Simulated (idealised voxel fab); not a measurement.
Herein follows the process module entitled voxel lift off.
Displayed cross-section: cut, width of 220 nm, square cells sized 5 nm.
Each cross-section below is a grid of square cells, stated as bands in top-down order, with one or more rows of cells making up each band. Basically the band line says how high the top is and how high the bottom is, in nm, and then what's in it from left to right, every material with its width in nm. Empty space shows up as "empty", and if a single material carries "everywhere" it runs the full band edge to edge. Measure heights from 0. That's the level where, below it, the as-received wafer is all one material. The lowest band is bottomless and extends downward; write it as in "top 0, no bottom". Width: "30->40" (first number = top row, second number = bottom row, same change from row to row of cells). Basically "nothing different" means that step didn't change any cell in the cross-section. Reported under the label "Non-vented voids" are the empty spaces having no open way to the top and comprising 8 cells or more; the notation for each is width x height at distance, in which the distance is measured from the left edge and all three values are in nm. On a step's line, text after the settings is the simulator commenting on that step. The setting "overlay nm" may be written on the line of a step. When the step uses a mask, the value reports how far to the right of the planned place the mask lay, and a negative value reports that it lay to the left.

Set out below are the planned steps of the process:
1,RECEIVE with material Si
2,CONFORMAL_DEP with material SiN, thk nm 5
3,PATTERN with tone open, mask id LINES, material resist, width nm 15, pitch nm 50, thk nm 20, overlay nm 0
4,DIRECTIONAL_DEP with material Ru, thk nm 10
5,STRIP with etch materials resist
6,CONFORMAL_DEP with material SiCN, thk nm 10
The plan shows the width nm of step 3 as the first wafer had it; this setting differs between the wafers, which start out alike.

As-received cross-section, first of several wafers, post step 1:
    top 0, no bottom = Si everywhere
    Non-vented voids: none

Post step 6, the closing step of the module: first of several wafers, cross-sectioned:
    top 25, bottom 15 = empty (15) | SiCN (35) | empty (15) | SiCN (35) | empty (15) | SiCN (35) | empty (15) | SiCN (35) | empty (20)
    top 15, bottom 5 = SiCN (25) | Ru (15) | SiCN (35) | Ru (15) | SiCN (35) | Ru (15) | SiCN (35) | Ru (15) | SiCN (30)
    top 5, bottom 0 = SiN everywhere
    top 0, no bottom = Si everywhere
    Non-vented voids: none

Wafer cross-section (last wafer, module end):
    top 25, bottom 15 = empty (5) | SiCN (205) | empty (10)
    top 15, bottom 5 = SiCN (15) | Ru (35) | SiCN (15) | Ru (35) | SiCN (15) | Ru (35) | SiCN (15) | Ru (35) | SiCN (20)
    top 5, bottom 0 = SiN everywhere
    top 0, no bottom = Si everywhere
    Non-vented voids: none

The rows of the table below are wafers. Looking at the end of the module, a row counts, for every material, the cells the wafer has gained, shown as (+), or lost, shown as (-), since it was received; its closed voids come next:
width nm 15 | +24 Ru | +120 SiCN | +44 SiN | Non-vented voids: none
width nm 20 | +32 Ru | +120 SiCN | +44 SiN | Non-vented voids: none
width nm 25 | +40 Ru | +120 SiCN | +44 SiN | Non-vented voids: none
width nm 30 | +48 Ru | +120 SiCN | +44 SiN | Non-vented voids: none
width nm 35 | +56 Ru | +114 SiCN | +44 SiN | Non-vented voids: none
